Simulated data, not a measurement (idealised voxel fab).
Title: Process Module voxel gate over fins
Each square cell in cross-section cut measures 5 nm, and the section as a whole is 210 nm wide.
How to read a cross-section here: the picture is a grid of square cells, written as bands going from the top down, and any band can span one or more rows of cells.
Band: top height; bottom height; in nm. Then, left to right: material with width in nm, for each material. "everywhere": a single material spanning edge to edge. "empty": empty space.
Counting heights begins at 0, where everything beneath is, in the wafer as received, one material. The lowest band has no bottom; it goes on downwards, as "0 -> down" shows.
With a width like "30 to 40", each row of cells in the band differs from the next by the same amount, the top row carrying the first number and the bottom row the second.
A step reported as "changes: none" is a step in which no cell of the cross-section changed.
"Closed-off voids" contains a list of empty spaces, each no smaller than 8 cells and without an open way to the top, written in the form width x height at distance with the distance from the left edge and all three in nm.
Heads up: the bit after the settings on a step's line is the simulator's remark on that step.
overlay nm: step with mask; distance mask lay right of planned place; negative value = left of planned place.
[These are the steps we planned for the process]
1: op RECEIVE | material Si
2: op CONFORMAL_DEP | material SiN | thk nm 10
3: op MASKED_ETCH | tone cover | mask id FINS | width nm 15 | pitch nm 40 | etch materials SiN | depth nm 10 | overlay nm 0
4: op MASKED_ETCH | tone cover | mask id FINS | width nm 15 | pitch nm 40 | etch materials Si | depth nm 35 | overlay nm 0
5: op OXIDIZE | depth nm 5
6: op FILL_DEP | material SiO2 | thk nm 15
7: op CMP | height nm 10
8: op SELECTIVE_ETCH | etch materials SiO2 | depth nm 20
9: op STRIP | etch materials SiN
10: op CONFORMAL_DEP | material HfO2 | thk nm 5
11: op CONFORMAL_DEP | material TiN | thk nm 5
12: op FILL_DEP | material W | thk nm 15
13: op CMP | height nm 20
14: op CONFORMAL_DEP | material SiN | thk nm 5
[Delivered wafer in cross-section: state after step 1]
	0 -> down = Si everywhere
	Closed-off voids: none
[Wafer cross-section at end of module: start and plan as shown above, one execution error]
	25 -> 20 = SiN everywhere
	20 -> 10 = W everywhere
	10 -> 5 = 70 nm W; 25 nm SiN; 15 nm W; 25 nm SiN; 75 nm W
	5 -> 0 = 70 nm W; 5 nm SiN; 15 nm HfO2; 5 nm SiN; 15 nm W; 5 nm SiN; 15 nm HfO2; 5 nm SiN; 75 nm W
	0 -> -5 = 75 nm SiN; 5 nm HfO2; 5 nm Si; 5 nm HfO2; 25 nm SiN; 5 nm HfO2; 5 nm Si; 5 nm HfO2; 80 nm SiN
	-5 -> -10 = 80 nm HfO2; 5 nm Si; 35 nm HfO2; 5 nm Si; 85 nm HfO2
	-10 -> -40 = 80 nm SiO2; 5 nm Si; 35 nm SiO2; 5 nm Si; 85 nm SiO2
	-40 -> down = Si everywhere
	Closed-off voids: none
The mistake made against the process plan was this: step 11 deviated from plan and actually ran as op CONFORMAL_DEP | material SiN | thk nm 5
